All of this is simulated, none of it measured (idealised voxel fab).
process module | voxel wiring stack
cross-section cut | 245 nm wide | cells 5 nm
A cross-section is a grid of square cells, given in bands from the top down. A band is one or more rows of cells.
Each band's line starts with the height of the band's top and of its bottom, in nm. Then come its materials from left to right, each with its width in nm. One material with "throughout" fills the band from edge to edge. "air" is empty space.
Height 0 is the level under which the wafer as received is all one material. The lowest band goes on downwards, as in "0 down".
A width such as "30 to 40" changes by the same amount from each row of cells to the next, from the band's top row to its bottom row.
"no change" after a step means that no cell of the cross-section changed.
closed voids: empty space of 8 cells or more with no open way to the top, each as width x height at its distance from the left edge, in nm
after a step's settings: what the simulator itself notes on the step
overlay nm, on a step with a mask: how far to the right of its planned place the mask lay; to the left if negative
Each pair below shows a cross-section before one step and the cross-section after it, down to the lowest band that changed. The line under each pair gives the step between them, with its settings. The pairs can come from different runs of this module on the same starting wafer, so a pair continues from the pair above only where its "before" says so.
before
  115 to 100: air 60 | lowk 5 | air 40 | lowk 5 | air 40 | lowk 5 | air 40 | lowk 5 | air 45
  100 to 85: lowk 45 | air 15 | lowk 30 | air 15 | lowk 30 | air 15 | lowk 30 | air 15 | lowk 50
  85 to 80: SiCN 45 | air 15 | SiCN 30 | air 15 | SiCN 30 | air 15 | SiCN 30 | air 15 | SiCN 50
  80 to 70: lowk 45 | TiN 5 | Ru 10 | TiN 5 | lowk 25 | TiN 5 | Ru 10 | TiN 5 | lowk 25 | TiN 5 | Ru 10 | TiN 5 | lowk 25 | TiN 5 | Ru 10 | TiN 5 | lowk 45
  70 to 65: lowk 45 | TiN 5 | Ru 5 | TiN 10 | lowk 25 | TiN 5 | Ru 5 | TiN 10 | lowk 25 | TiN 5 | Ru 5 | TiN 10 | lowk 25 | TiN 5 | Ru 5 | TiN 10 | lowk 45
  65 to 50: lowk 45 | TiN 5 | Ru 5 | TiN 5 | lowk 30 | TiN 5 | Ru 5 | TiN 5 | lowk 30 | TiN 5 | Ru 5 | TiN 5 | lowk 30 | TiN 5 | Ru 5 | TiN 5 | lowk 50
  50 to 45: SiCN 45 | TiN 15 | SiCN 30 | TiN 15 | SiCN 30 | TiN 15 | SiCN 30 | TiN 15 | SiCN 50
  45 to 40: SiCN 40 | Ru 30 | SiCN 15 | Ru 30 | SiCN 15 | Ru 30 | SiCN 15 | Ru 30 | SiCN 40
  40 to 20: SiO2 45 | TiN 5 | W 10 | TiN 5 | SiO2 25 | TiN 5 | W 10 | TiN 5 | SiO2 25 | TiN 5 | W 10 | TiN 5 | SiO2 25 | TiN 5 | W 10 | TiN 5 | SiO2 45
  20 to 15: SiN 45 | TiN 20 | SiN 25 | TiN 20 | SiN 25 | TiN 20 | SiN 25 | TiN 20 | SiN 45
  15 to 0: SiO2 throughout
  0 down: Si throughout
  closed voids: none
after
  120 to 115: air 55 | TiN 15 | air 30 | TiN 15 | air 30 | TiN 15 | air 30 | TiN 15 | air 40
  115 to 105: air 55 | TiN 5 | lowk 5 | TiN 5 | air 30 | TiN 5 | lowk 5 | TiN 5 | air 30 | TiN 5 | lowk 5 | TiN 5 | air 30 | TiN 5 | lowk 5 | TiN 5 | air 40
  105 to 100: TiN 50 | air 5 | TiN 5 | lowk 5 | TiN 30 | air 5 | TiN 5 | lowk 5 | TiN 30 | air 5 | TiN 5 | lowk 5 | TiN 30 | air 5 | TiN 5 | lowk 5 | TiN 45
  100 to 85: lowk 45 | TiN 5 | air 5 | TiN 5 | lowk 30 | TiN 5 | air 5 | TiN 5 | lowk 30 | TiN 5 | air 5 | TiN 5 | lowk 30 | TiN 5 | air 5 | TiN 5 | lowk 50
  85 to 80: SiCN 45 | TiN 15 | SiCN 30 | TiN 15 | SiCN 30 | TiN 15 | SiCN 30 | TiN 15 | SiCN 50
  below 80: unchanged
  closed voids: none
the step between: op CONFORMAL_DEP | material TiN | thk nm 5
before: the cross-section after the pair above
after
  130 to 120: Ru throughout
  120 to 115: Ru 55 | TiN 15 | Ru 30 | TiN 15 | Ru 30 | TiN 15 | Ru 30 | TiN 15 | Ru 40
  115 to 105: Ru 55 | TiN 5 | lowk 5 | TiN 5 | Ru 30 | TiN 5 | lowk 5 | TiN 5 | Ru 30 | TiN 5 | lowk 5 | TiN 5 | Ru 30 | TiN 5 | lowk 5 | TiN 5 | Ru 40
  105 to 100: TiN 50 | Ru 5 | TiN 5 | lowk 5 | TiN 30 | Ru 5 | TiN 5 | lowk 5 | TiN 30 | Ru 5 | TiN 5 | lowk 5 | TiN 30 | Ru 5 | TiN 5 | lowk 5 | TiN 45
  100 to 85: lowk 45 | TiN 5 | Ru 5 | TiN 5 | lowk 30 | TiN 5 | Ru 5 | TiN 5 | lowk 30 | TiN 5 | Ru 5 | TiN 5 | lowk 30 | TiN 5 | Ru 5 | TiN 5 | lowk 50
  below 85: unchanged
  closed voids: none
the step between: op FILL_DEP | material Ru | thk nm 10
before: the cross-section after the pair above
after
  115 to 105: Ru 55 | TiN 5 | lowk 5 | TiN 5 | Ru 30 | TiN 5 | lowk 5 | TiN 5 | Ru 30 | TiN 5 | lowk 5 | TiN 5 | Ru 30 | TiN 5 | lowk 5 | TiN 5 | Ru 40
  below 105: unchanged
  closed voids: none
the step between: op CMP | height nm 115
before: the cross-section after the pair above
after
  120 to 115: SiCN throughout
  below 115: unchanged
  closed voids: none
the step between: op CONFORMAL_DEP | material SiCN | thk nm 5
before: the cross-section after the pair above
after
  155 to 120: SiO2 throughout
  below 120: unchanged
  closed voids: none
the step between: op DIRECTIONAL_DEP | material SiO2 | thk nm 35
before: the cross-section after the pair above
after
  165 to 155: aC throughout
  below 155: unchanged
  closed voids: none
the step between: op DIRECTIONAL_DEP | material aC | thk nm 10
before: the cross-section after the pair above
after
  190 to 165: resist 45 | air 20 | resist 25 | air 20 | resist 25 | air 20 | resist 25 | air 20 | resist 45
  below 165: unchanged
  closed voids: none
the step between: op PATTERN | tone open | mask id METAL_4 | material resist | width nm 20 | pitch nm 45 | thk nm 25 | overlay nm 0
before: the cross-section after the pair above
after
  180 to 165: resist 45 | air 20 | resist 25 | air 20 | resist 25 | air 20 | resist 25 | air 20 | resist 45
  165 to 155: aC 45 | air 20 | aC 25 | air 20 | aC 25 | air 20 | aC 25 | air 20 | aC 45
  below 155: unchanged
  closed voids: none
the step between: op DIRECTIONAL_ETCH | etch materials aC | depth nm 10
before: the cross-section after the pair above
after
  165 to 155: aC 45 | air 20 | aC 25 | air 20 | aC 25 | air 20 | aC 25 | air 20 | aC 45
  below 155: unchanged
  closed voids: none
the step between: op STRIP | etch materials resist
before: the cross-section after the pair above
after
  165 to 155: aC 45 | air 20 | aC 25 | air 20 | aC 25 | air 20 | aC 25 | air 20 | aC 45
  155 to 135: SiO2 45 | air 20 | SiO2 25 | air 20 | SiO2 25 | air 20 | SiO2 25 | air 20 | SiO2 45
  below 135: unchanged
  closed voids: none
the step between: op DIRECTIONAL_ETCH | etch materials SiO2 | depth nm 20
before: the cross-section after the pair above
after
  155 to 135: SiO2 45 | air 20 | SiO2 25 | air 20 | SiO2 25 | air 20 | SiO2 25 | air 20 | SiO2 45
  below 135: unchanged
  closed voids: none
the step between: op STRIP | etch materials aC
before: the cross-section after the pair above
after
  155 to 135: SiO2 45 | air 20 | SiO2 25 | air 20 | SiO2 25 | air 20 | SiO2 25 | air 20 | SiO2 45
  135 to 120: SiO2 45 | air 15 | SiO2 30 | air 15 | SiO2 30 | air 15 | SiO2 30 | air 15 | SiO2 50
  below 120: unchanged
  closed voids: none
the step between: op MASKED_ETCH | tone open | mask id METAL_4_HOLES | width nm 15 | pitch nm 45 | etch materials SiO2 | depth nm 15 | overlay nm 0
before: the cross-section after the pair above
after
  155 to 135: SiO2 45 | air 20 | SiO2 25 | air 20 | SiO2 25 | air 20 | SiO2 25 | air 20 | SiO2 45
  135 to 120: SiO2 45 | air 15 | SiO2 30 | air 15 | SiO2 30 | air 15 | SiO2 30 | air 15 | SiO2 50
  120 to 115: SiCN 45 | air 15 | SiCN 30 | air 15 | SiCN 30 | air 15 | SiCN 30 | air 15 | SiCN 50
  below 115: unchanged
  closed voids: none
the step between: op MASKED_ETCH | tone open | mask id METAL_4_HOLES | width nm 15 | pitch nm 45 | etch materials SiCN | depth nm 5 | overlay nm 0
before: the cross-section after the pair above
after
  160 to 155: TiN 50 | air 10 | TiN 35 | air 10 | TiN 35 | air 10 | TiN 35 | air 10 | TiN 50
  155 to 140: SiO2 45 | TiN 5 | air 10 | TiN 5 | SiO2 25 | TiN 5 | air 10 | TiN 5 | SiO2 25 | TiN 5 | air 10 | TiN 5 | SiO2 25 | TiN 5 | air 10 | TiN 5 | SiO2 45
  140 to 135: SiO2 45 | TiN 5 | air 5 | TiN 10 | SiO2 25 | TiN 5 | air 5 | TiN 10 | SiO2 25 | TiN 5 | air 5 | TiN 10 | SiO2 25 | TiN 5 | air 5 | TiN 10 | SiO2 45
  135 to 120: SiO2 45 | TiN 5 | air 5 | TiN 5 | SiO2 30 | TiN 5 | air 5 | TiN 5 | SiO2 30 | TiN 5 | air 5 | TiN 5 | SiO2 30 | TiN 5 | air 5 | TiN 5 | SiO2 50
  120 to 115: SiCN 45 | TiN 15 | SiCN 30 | TiN 15 | SiCN 30 | TiN 15 | SiCN 30 | TiN 15 | SiCN 50
  below 115: unchanged
  closed voids: none
the step between: op CONFORMAL_DEP | material TiN | thk nm 5
before: the cross-section after the pair above
after
  165 to 160: Cu throughout
  160 to 155: TiN 50 | Cu 10 | TiN 35 | Cu 10 | TiN 35 | Cu 10 | TiN 35 | Cu 10 | TiN 50
  155 to 140: SiO2 45 | TiN 5 | Cu 10 | TiN 5 | SiO2 25 | TiN 5 | Cu 10 | TiN 5 | SiO2 25 | TiN 5 | Cu 10 | TiN 5 | SiO2 25 | TiN 5 | Cu 10 | TiN 5 | SiO2 45
  140 to 135: SiO2 45 | TiN 5 | Cu 5 | TiN 10 | SiO2 25 | TiN 5 | Cu 5 | TiN 10 | SiO2 25 | TiN 5 | Cu 5 | TiN 10 | SiO2 25 | TiN 5 | Cu 5 | TiN 10 | SiO2 45
  135 to 120: SiO2 45 | TiN 5 | Cu 5 | TiN 5 | SiO2 30 | TiN 5 | Cu 5 | TiN 5 | SiO2 30 | TiN 5 | Cu 5 | TiN 5 | SiO2 30 | TiN 5 | Cu 5 | TiN 5 | SiO2 50
  below 120: unchanged
  closed voids: none
the step between: op FILL_DEP | material Cu | thk nm 5
before: the cross-section after the pair above
after
  155 to 140: SiO2 45 | TiN 5 | Cu 10 | TiN 5 | SiO2 25 | TiN 5 | Cu 10 | TiN 5 | SiO2 25 | TiN 5 | Cu 10 | TiN 5 | SiO2 25 | TiN 5 | Cu 10 | TiN 5 | SiO2 45
  below 140: unchanged
  closed voids: none
the step between: op CMP | height nm 155
before: the cross-section after the pair above
after
  160 to 155: SiN throughout
  below 155: unchanged
  closed voids: none
the step between: op CONFORMAL_DEP | material SiN | thk nm 5
